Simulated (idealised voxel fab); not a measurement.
Name of the process module below: voxel self aligned vias
In the cross-section labelled cut, the width is 145 nm and each square cell is 5 nm.
How to read a cross-section here: the picture is a grid of square cells, written as bands going from the top down, and any band can span one or more rows of cells. The band entry comprises the height of the band's top followed by the height of its bottom, expressed in nm, and subsequently the band's materials from left to right, each stated together with its width in nm. Where a single material is marked with the word "everywhere", that material fills the band from edge to edge. The word "air" represents empty space. Counting heights begins at 0, where everything beneath is, in the wafer as received, one material. The lowest band has no bottom; it goes on downwards, as "top 0, no bottom" shows. With a width like "30..40", each row of cells in the band differs from the next by the same amount, the top row carrying the first number and the bottom row the second. Where the words "identical to before" appear for a step, the cross-section shows no cell changed by that step; every cell remained as before. Closed-off voids of 8+ cells (no open route to the top) go in "Tabulated closed voids", written width x height at distance from the left edge, in nm. It should be noted that, on the line of a given step, the content following the step's settings is a remark produced by the simulator itself with respect to that step. The line of a step may include "overlay nm". On a step with a mask, this value is how far to the right of its planned place the mask lay. A negative value means the mask lay to the left.
THIS SECTION LISTS THE PROCESS STEPS THAT WERE PLANNED
1. RECEIVE (material Si)
2. CONFORMAL_DEP (material SiO2; thk nm 15)
3. CONFORMAL_DEP (material SiCN; thk nm 5)
4. DIRECTIONAL_DEP (material SiO2; thk nm 20)
5. DIRECTIONAL_DEP (material aC; thk nm 15)
6. PATTERN (tone open; mask id LINES; material resist; width nm 25; pitch nm 65; thk nm 35; overlay nm 0)
7. DIRECTIONAL_ETCH (etch materials aC; depth nm 15)
8. STRIP (etch materials resist)
9. DIRECTIONAL_ETCH (etch materials SiO2; depth nm 20)
10. STRIP (etch materials aC)
11. CONFORMAL_DEP (material TiN; thk nm 5)
12. FILL_DEP (material Ru; thk nm 5)
13. CMP (height nm 40)
14. SELECTIVE_ETCH (etch materials W Ru TiN; depth nm 5)
15. FILL_DEP (material SiN; thk nm 5)
16. CMP (height nm 40)
17. DIRECTIONAL_DEP (material SiO2; thk nm 20)
18. DIRECTIONAL_DEP (material aC; thk nm 10)
19. PATTERN (tone open; mask id VIAS; material resist; width nm 45; thk nm 25; overlay nm 0)
20. DIRECTIONAL_ETCH (etch materials aC; depth nm 10)
21. STRIP (etch materials resist)
22. DIRECTIONAL_ETCH (etch materials SiO2; depth nm 20)
23. DIRECTIONAL_ETCH (etch materials SiN; depth nm 5)
24. STRIP (etch materials aC)
25. CONFORMAL_DEP (material TiN; thk nm 5)
26. FILL_DEP (material W; thk nm 10)
27. CMP (height nm 60)
28. CONFORMAL_DEP (material SiN; thk nm 5)
CROSS-SECTIONAL VIEW OF THE WAFER IN ITS AS-RECEIVED CONDITION, CORRESPONDING TO THE STATE AFTER STEP 1
- top 0, no bottom = Si everywhere
- Tabulated closed voids: none
FIGURE: CROSS-SECTIONAL VIEW OF THE WAFER UPON COMPLETION OF THE MODULE, PROCESSED FROM THE INITIAL STATE AND ACCORDING TO THE PLAN DEPICTED ABOVE, WITH ONE ERROR INTRODUCED DURING EXECUTION
- top 65, bottom 60 = SiN everywhere
- top 60, bottom 45 = SiO2=20 / TiN=5 / W=25 / TiN=5 / SiO2=90
- top 45, bottom 40 = SiO2=20 / TiN=10 / W=15 / TiN=10 / SiO2=90
- top 40, bottom 35 = SiO2=25 / TiN=25 / SiO2=40 / SiN=25 / SiO2=30
- top 35, bottom 25 = SiO2=25 / TiN=5 / Ru=15 / TiN=5 / SiO2=40 / TiN=5 / Ru=15 / TiN=5 / SiO2=30
- top 25, bottom 20 = SiO2=25 / TiN=25 / SiO2=40 / TiN=25 / SiO2=30
- top 20, bottom 15 = SiCN everywhere
- top 15, bottom 0 = SiO2 everywhere
- top 0, no bottom = Si everywhere
- Tabulated closed voids: none
Error vs. plan: off-plan run, step 19, actual operation and settings PATTERN (tone open; mask id VIAS; material resist; width nm 35; thk nm 25; overlay nm 0)
